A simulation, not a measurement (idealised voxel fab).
process module | voxel ribs on slabs
cross-section cut | 250 nm wide | cells 5 nm
A cross-section is a grid of square cells, given in bands from the top down. A band is one or more rows of cells.
Each band's line starts with the height of the band's top and of its bottom, in nm. Then come its materials from left to right, each with its width in nm. One material with "throughout" fills the band from edge to edge. "air" is empty space.
Height 0 is the level under which the wafer as received is all one material. The lowest band goes on downwards, as in "0 down".
A width such as "30 to 40" changes by the same amount from each row of cells to the next, from the band's top row to its bottom row.
"no change" after a step means that no cell of the cross-section changed.
closed voids: empty space of 8 cells or more with no open way to the top, each as width x height at its distance from the left edge, in nm
after a step's settings: what the simulator itself notes on the step
overlay nm, on a step with a mask: how far to the right of its planned place the mask lay; to the left if negative
plan
1 op RECEIVE | material Si
2 op DIRECTIONAL_DEP | material SiO2 | thk nm 25
3 op DIRECTIONAL_DEP | material polySi | thk nm 15
4 op DIRECTIONAL_DEP | material aC | thk nm 15
5 op PATTERN | tone cover | mask id RIB | material resist | width nm 20 | thk nm 35 | overlay nm 0
6 op DIRECTIONAL_ETCH | etch materials aC | depth nm 15
7 op STRIP | etch materials resist
8 op DIRECTIONAL_ETCH | etch materials polySi | depth nm 10
9 op STRIP | etch materials aC
10 op PATTERN | tone cover | mask id SLAB | material resist | width nm 50 | thk nm 15 | overlay nm 0
11 op DIRECTIONAL_ETCH | etch materials polySi | depth nm 5
12 op STRIP | etch materials resist
13 op FILL_DEP | material SiO2 | thk nm 30
14 op CMP | height nm 60
15 op DIRECTIONAL_DEP | material W | thk nm 5
16 op PATTERN | tone cover | mask id HEATER | material resist | width nm 30 | thk nm 20 | overlay nm 0
17 op DIRECTIONAL_ETCH | etch materials W | depth nm 5
18 op STRIP | etch materials resist
19 op CONFORMAL_DEP | material SiN | thk nm 5
first wafer, as planned
as received, after step 1
  0 down: Si throughout
  closed voids: none
after step 2
  25 to 0: SiO2 throughout
  below 0: unchanged
after step 3
  40 to 25: polySi throughout
  below 25: unchanged
after step 4
  55 to 40: aC throughout
  below 40: unchanged
after step 5
  90 to 55: air 115 | resist 20 | air 115
  below 55: unchanged
after step 6
  75 to 55: air 115 | resist 20 | air 115
  55 to 40: air 115 | aC 20 | air 115
  below 40: unchanged
after step 7
  55 to 40: air 115 | aC 20 | air 115
  below 40: unchanged
after step 8
  55 to 40: air 115 | aC 20 | air 115
  40 to 30: air 115 | polySi 20 | air 115
  below 30: unchanged
after step 9
  40 to 30: air 115 | polySi 20 | air 115
  below 30: unchanged
after step 10
  55 to 40: air 100 | resist 50 | air 100
  40 to 30: air 100 | resist 15 | polySi 20 | resist 15 | air 100
  below 30: unchanged
after step 11
  55 to 40: air 100 | resist 50 | air 100
  40 to 30: air 100 | resist 15 | polySi 20 | resist 15 | air 100
  30 to 25: air 100 | polySi 50 | air 100
  below 25: unchanged
after step 12
  40 to 30: air 115 | polySi 20 | air 115
  below 30: unchanged
after step 13
  70 to 40: SiO2 throughout
  40 to 30: SiO2 115 | polySi 20 | SiO2 115
  30 to 25: SiO2 100 | polySi 50 | SiO2 100
  below 25: unchanged
after step 14
  60 to 40: SiO2 throughout
  below 40: unchanged
after step 15
  65 to 60: W throughout
  below 60: unchanged
after step 16
  85 to 65: air 110 | resist 30 | air 110
  below 65: unchanged
after step 17
  85 to 65: air 110 | resist 30 | air 110
  65 to 60: air 110 | W 30 | air 110
  below 60: unchanged
after step 18
  65 to 60: air 110 | W 30 | air 110
  below 60: unchanged
after step 19
  70 to 65: air 105 | SiN 40 | air 105
  65 to 60: SiN 110 | W 30 | SiN 110
  below 60: unchanged
second wafer: like start, like plan, one mistake. Through step 18 it matches the first wafer
when step 19 should have ended: no change
what went wrong: step 19 was left out
at the end the second wafer has, in cells: 52 fewer of SiN
